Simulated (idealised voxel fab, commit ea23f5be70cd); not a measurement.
process module | voxel gate over fins
cross-section cut | 215 nm wide | cells 5 nm
A cross-section is a grid of square cells, given in bands from the top down. A band is one or more rows of cells.
Each band's line starts with the height of the band's top and of its bottom, in nm. Then come its materials from left to right, each with its width in nm. One material with "throughout" fills the band from edge to edge. "air" is empty space.
Height 0 is the level under which the wafer as received is all one material. The lowest band goes on downwards, as in "0 down".
A width such as "30 to 40" changes by the same amount from each row of cells to the next, from the band's top row to its bottom row.
"no change" after a step means that no cell of the cross-section changed.
closed voids: empty space of 8 cells or more with no open way to the top, each as width x height at its distance from the left edge, in nm
after a step's settings: what the simulator itself notes on the step
overlay nm, on a step with a mask: how far to the right of its planned place the mask lay; to the left if negative
plan
1 op RECEIVE | material Si
2 op CONFORMAL_DEP | material SiN | thk nm 10
3 op DIRECTIONAL_DEP | material aC | thk nm 15
4 op PATTERN | tone cover | mask id FINS | material resist | width nm 15 | pitch nm 40 | thk nm 30 | overlay nm 0
5 op DIRECTIONAL_ETCH | etch materials aC | depth nm 15
6 op STRIP | etch materials resist
7 op DIRECTIONAL_ETCH | etch materials SiN | depth nm 10
8 op DIRECTIONAL_ETCH | etch materials Si | depth nm 40
9 op STRIP | etch materials aC
10 op FILL_DEP | material SiO2 | thk nm 5
11 op CMP | height nm 10
12 op SELECTIVE_ETCH | etch materials SiO2 | depth nm 25
13 op STRIP | etch materials SiN
14 op CONFORMAL_DEP | material HfO2 | thk nm 5
15 op CONFORMAL_DEP | material TiN | thk nm 5
16 op CONFORMAL_DEP | material TiAl | thk nm 5
17 op CONFORMAL_DEP | material TiN | thk nm 5
18 op FILL_DEP | material W | thk nm 15
19 op CMP | height nm 30
20 op CONFORMAL_DEP | material SiCN | thk nm 10
as received, after step 1
  0 down: Si throughout
  closed voids: none
first wafer at the end, as planned
  40 to 30: SiCN throughout
  30 to 20: W throughout
  20 to 15: W 40 | TiN 135 | W 40
  15 to 10: W 40 | TiN 5 | TiAl 125 | TiN 5 | W 40
  10 to 5: W 40 | TiN 5 | TiAl 5 | TiN 35 | TiAl 5 | TiN 35 | TiAl 5 | TiN 35 | TiAl 5 | TiN 5 | W 40
  5 to 0: TiN 45 | TiAl 5 | TiN 5 | HfO2 25 | TiN 5 | TiAl 5 | TiN 5 | HfO2 25 | TiN 5 | TiAl 5 | TiN 5 | HfO2 25 | TiN 5 | TiAl 5 | TiN 45
  0 to -5: TiAl 50 | TiN 5 | HfO2 5 | Si 15 | HfO2 5 | TiN 5 | TiAl 5 | TiN 5 | HfO2 5 | Si 15 | HfO2 5 | TiN 5 | TiAl 5 | TiN 5 | HfO2 5 | Si 15 | HfO2 5 | TiN 5 | TiAl 50
  -5 to -10: TiN 55 | HfO2 5 | Si 15 | HfO2 5 | TiN 15 | HfO2 5 | Si 15 | HfO2 5 | TiN 15 | HfO2 5 | Si 15 | HfO2 5 | TiN 55
  -10 to -15: HfO2 60 | Si 15 | HfO2 25 | Si 15 | HfO2 25 | Si 15 | HfO2 60
  -15 to -40: SiO2 60 | Si 15 | SiO2 25 | Si 15 | SiO2 25 | Si 15 | SiO2 60
  -40 down: Si throughout
  closed voids: none
second wafer at the end: like start, like plan, one mistake
  40 to 30: SiCN throughout
  30 to 20: W throughout
  20 to 15: W 30 | TiN 135 | W 50
  15 to 10: W 30 | TiN 5 | TiAl 125 | TiN 5 | W 50
  10 to 5: W 30 | TiN 5 | TiAl 5 | TiN 35 | TiAl 5 | TiN 35 | TiAl 5 | TiN 35 | TiAl 5 | TiN 5 | W 50
  5 to 0: TiN 35 | TiAl 5 | TiN 5 | HfO2 25 | TiN 5 | TiAl 5 | TiN 5 | HfO2 25 | TiN 5 | TiAl 5 | TiN 5 | HfO2 25 | TiN 5 | TiAl 5 | TiN 55
  0 to -5: TiAl 40 | TiN 5 | HfO2 5 | Si 15 | HfO2 5 | TiN 5 | TiAl 5 | TiN 5 | HfO2 5 | Si 15 | HfO2 5 | TiN 5 | TiAl 5 | TiN 5 | HfO2 5 | Si 15 | HfO2 5 | TiN 5 | TiAl 60
  -5 to -10: TiN 45 | HfO2 5 | Si 15 | HfO2 5 | TiN 15 | HfO2 5 | Si 15 | HfO2 5 | TiN 15 | HfO2 5 | Si 15 | HfO2 5 | TiN 65
  -10 to -15: HfO2 50 | Si 15 | HfO2 25 | Si 15 | HfO2 25 | Si 15 | HfO2 70
  -15 to -40: SiO2 50 | Si 15 | SiO2 25 | Si 15 | SiO2 25 | Si 15 | SiO2 70
  -40 down: Si throughout
  closed voids: none
what went wrong: step 4 ran as: op PATTERN | tone cover | mask id FINS | material resist | width nm 15 | pitch nm 40 | thk nm 30 | overlay nm -10
at the end the second wafer has, in cells: as many of each material as the first, in other places
